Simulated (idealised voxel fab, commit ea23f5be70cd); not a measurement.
Module name: voxel capacitor over wiring (process module)
Shown is cross-section cut, with a width of 155 nm and square cells of size 5 nm.
Cross-section, as written here: a square-cell grid given band by band from the top down, where a band holds one or more rows of cells. Look at the band entry: it leads with the top's height and the bottom's height in nm. Then it lists the materials left to right, with a width in nm for each. The word "all across" on a single material says that material fills the band edge to edge. The word "blank" is empty space. Beneath 0, the wafer as received is one material, and that level is where height counting begins. The lowest band goes on downward without a bottom; it is written like "0..down". Top row gets the first number, bottom row gets the second, and each row in between changes by the same step: that is how a band width like "30->40" works. "everything unchanged" for a step: no cell of the cross-section changed in that step. Closed void inventory: empty space of 8 cells or more with no open way to the top, each as width x height at its distance from the left edge, in nm. On a step's line, text after the settings is the simulator commenting on that step. Steps that use a mask can have "overlay nm" on their line. It says how far the mask sat to the right of where it was meant to be. Negative means to the left.

## Intended process steps
1 RECEIVE,material Si
2 CONFORMAL_DEP,material SiO2,thk nm 10
3 DIRECTIONAL_DEP,material TiN,thk nm 5
4 DIRECTIONAL_DEP,material Ru,thk nm 20
5 DIRECTIONAL_DEP,material aC,thk nm 10
6 PATTERN,tone cover,mask id METAL_1,material resist,width nm 25,pitch nm 95,thk nm 30,overlay nm 0
7 DIRECTIONAL_ETCH,etch materials aC,depth nm 10
8 STRIP,etch materials resist
9 DIRECTIONAL_ETCH,etch materials Ru,depth nm 20
10 DIRECTIONAL_ETCH,etch materials TiN,depth nm 5
11 STRIP,etch materials aC
12 CONFORMAL_DEP,material SiN,thk nm 5
13 FILL_DEP,material lowk,thk nm 5
14 CMP,height nm 35
15 CONFORMAL_DEP,material SiCN,thk nm 5
16 DIRECTIONAL_DEP,material lowk,thk nm 15
17 PATTERN,tone open,mask id PLUG_1,material resist,width nm 15,thk nm 15,overlay nm 0
18 DIRECTIONAL_ETCH,etch materials lowk,depth nm 15
19 DIRECTIONAL_ETCH,etch materials SiCN,depth nm 5
20 STRIP,etch materials resist
21 EPI,material Ru,thk nm 10
22 EPI,material Ru,thk nm 10
23 DIRECTIONAL_DEP,material TiN,thk nm 5
24 DIRECTIONAL_DEP,material Al2O3,thk nm 5
25 DIRECTIONAL_DEP,material TiN,thk nm 10
26 PATTERN,tone cover,mask id UPPER_PLATE,material resist,width nm 75,thk nm 20,overlay nm 0
27 DIRECTIONAL_ETCH,etch materials TiN,depth nm 10
28 DIRECTIONAL_ETCH,etch materials Al2O3,depth nm 5
29 STRIP,etch materials resist
30 PATTERN,tone cover,mask id LOWER_PLATE,material resist,width nm 85,thk nm 20,overlay nm 0
31 DIRECTIONAL_ETCH,etch materials TiN,depth nm 5
32 STRIP,etch materials resist
33 FILL_DEP,material SiO2,thk nm 15
34 CMP,height nm 85
35 DIRECTIONAL_DEP,material aC,thk nm 10
36 PATTERN,tone open,mask id PLUG_2,material resist,width nm 15,thk nm 25,overlay nm 0
37 DIRECTIONAL_ETCH,etch materials aC,depth nm 10
38 STRIP,etch materials resist
39 DIRECTIONAL_ETCH,etch materials SiO2,depth nm 10
40 STRIP,etch materials aC
41 CONFORMAL_DEP,material TiN,thk nm 5
42 FILL_DEP,material Ru,thk nm 10
43 CMP,height nm 85
44 CONFORMAL_DEP,material SiCN,thk nm 5

## Incoming wafer in cross-section (state: after step 1)
> 0..down  Si all across
> Closed void inventory: none

## The first of the two wafers as seen in cross-section once the module was finished; processing followed the plan
> 90..85  SiCN all across
> 85..80  SiO2=35, TiN=5, Ru=5, TiN=5, SiO2=105
> 80..75  SiO2=35, TiN=15, SiO2=105
> 75..65  SiO2=25, TiN=75, SiO2=55
> 65..60  SiO2=25, Al2O3=75, SiO2=55
> 60..55  SiO2=20, TiN=85, SiO2=50
> 55..40  lowk=25, Ru=15, lowk=115
> 40..35  SiCN=25, Ru=15, SiCN=115
> 35..15  lowk=10, SiN=5, Ru=25, SiN=5, lowk=60, SiN=5, Ru=25, SiN=5, lowk=15
> 15..10  SiN=15, TiN=25, SiN=70, TiN=25, SiN=20
> 10..0  SiO2 all across
> 0..down  Si all across
> Closed void inventory: none

## End-of-module cross-section of the second wafer: identical starting point and process plan to the first, with one processing mistake
> 90..85  SiCN all across
> 85..80  SiO2=35, TiN=65, SiO2=55
> 80..75  SiO2=35, TiN=5, Al2O3=60, SiO2=55
> 75..70  SiO2=20, TiN=85, SiO2=50
> 70..65  lowk=25, TiN=15, lowk=115
> 65..60  lowk=25, Al2O3=15, lowk=115
> 60..55  lowk=25, TiN=15, lowk=115
> 55..40  lowk all across
> 40..35  SiCN all across
> 35..15  lowk=10, SiN=5, Ru=25, SiN=5, lowk=60, SiN=5, Ru=25, SiN=5, lowk=15
> 15..10  SiN=15, TiN=25, SiN=70, TiN=25, SiN=20
> 10..0  SiO2 all across
> 0..down  Si all across
> Closed void inventory: none
Deviation noted in wafer processing: heads up, step 16 of the plan got done twice
At the finish, the second wafer shows more or fewer cells for some materials than the first does: Ru: 13 fewer | SiCN: 3 more | SiO2: 68 fewer | TiN: 15 fewer | lowk: 93 more
